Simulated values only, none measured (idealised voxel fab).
Process module name: voxel self aligned vias
Cross-sectional view cut (width: 180 nm; square cell size: 5 nm).
Reading order for cross-sections: top band down to bottom band. Underlying form: a grid of square cells. Band size: one or more rows of cells. Band: top height; bottom height; in nm. Then, left to right: material with width in nm, for each material. "everywhere": a single material spanning edge to edge. "blank": empty space. Height reference: 0 = level under which incoming wafer is all one material. Lowest band: no bottom, runs on downward, e.g. "0..down". The width entry "30 to 40" should be interpreted row by row: the top row of cells in the band takes the first number, the bottom row takes the second number, and the change between adjacent rows is uniform throughout. Any step labelled "everything unchanged" changed none of the cells in the cross-section. Voids not open to the top, 8 cells minimum: see "Closed void register". Written width x height at distance; distance is from the left edge; nm. after a step's settings: what the simulator itself notes on the step. overlay nm: mask offset rightward from planned place, masked step; negative means leftward offset.

### This section lists the process steps that were planned
1 RECEIVE (material Si)
2 CONFORMAL_DEP (material SiO2; thk nm 10)
3 CONFORMAL_DEP (material SiCN; thk nm 5)
4 DIRECTIONAL_DEP (material lowk; thk nm 20)
5 MASKED_ETCH (tone open; mask id LINES; width nm 25; pitch nm 65; etch materials lowk; depth nm 20; overlay nm 0)
6 CONFORMAL_DEP (material TiN; thk nm 5)
7 FILL_DEP (material W; thk nm 5)
8 CMP (height nm 35)
9 SELECTIVE_ETCH (etch materials W Ru TiN; depth nm 10)
10 FILL_DEP (material SiN; thk nm 5)
11 CMP (height nm 35)
12 DIRECTIONAL_DEP (material lowk; thk nm 15)
13 MASKED_ETCH (tone open; mask id VIAS; width nm 35; etch materials lowk; depth nm 15; overlay nm 0)
14 MASKED_ETCH (tone open; mask id VIAS; width nm 35; etch materials SiN; depth nm 10; overlay nm 0)
15 CONFORMAL_DEP (material TiN; thk nm 5)
16 FILL_DEP (material W; thk nm 5)
17 CMP (height nm 50)
18 CONFORMAL_DEP (material SiN; thk nm 5)

### As-received state of the wafer in cross-section, equivalent to post-step 1
- 0..down  Si everywhere
- Closed void register: none

### One mistake in running the module, otherwise start and plan as above: cross-section at the end
- 55..50  SiN everywhere
- 50..40  50 of lowk | 5 of TiN | 25 of W | 5 of TiN | 95 of lowk
- 40..35  50 of lowk | 5 of TiN | 10 of W | 20 of TiN | 95 of lowk
- 35..30  45 of lowk | 5 of SiN | 5 of TiN | 10 of W | 5 of TiN | 40 of lowk | 25 of SiN | 45 of lowk
- 30..25  45 of lowk | 5 of SiN | 20 of TiN | 40 of lowk | 25 of SiN | 45 of lowk
- 25..20  45 of lowk | 5 of TiN | 15 of W | 5 of TiN | 40 of lowk | 5 of TiN | 15 of W | 5 of TiN | 45 of lowk
- 20..15  45 of lowk | 25 of TiN | 40 of lowk | 25 of TiN | 45 of lowk
- 15..10  SiCN everywhere
- 10..0  SiO2 everywhere
- 0..down  Si everywhere
- Closed void register: none
Against the plan, the run slipped here: step 13 deviated from plan and actually ran as MASKED_ETCH (tone open; mask id VIAS; width nm 35; etch materials lowk; depth nm 15; overlay nm 10)
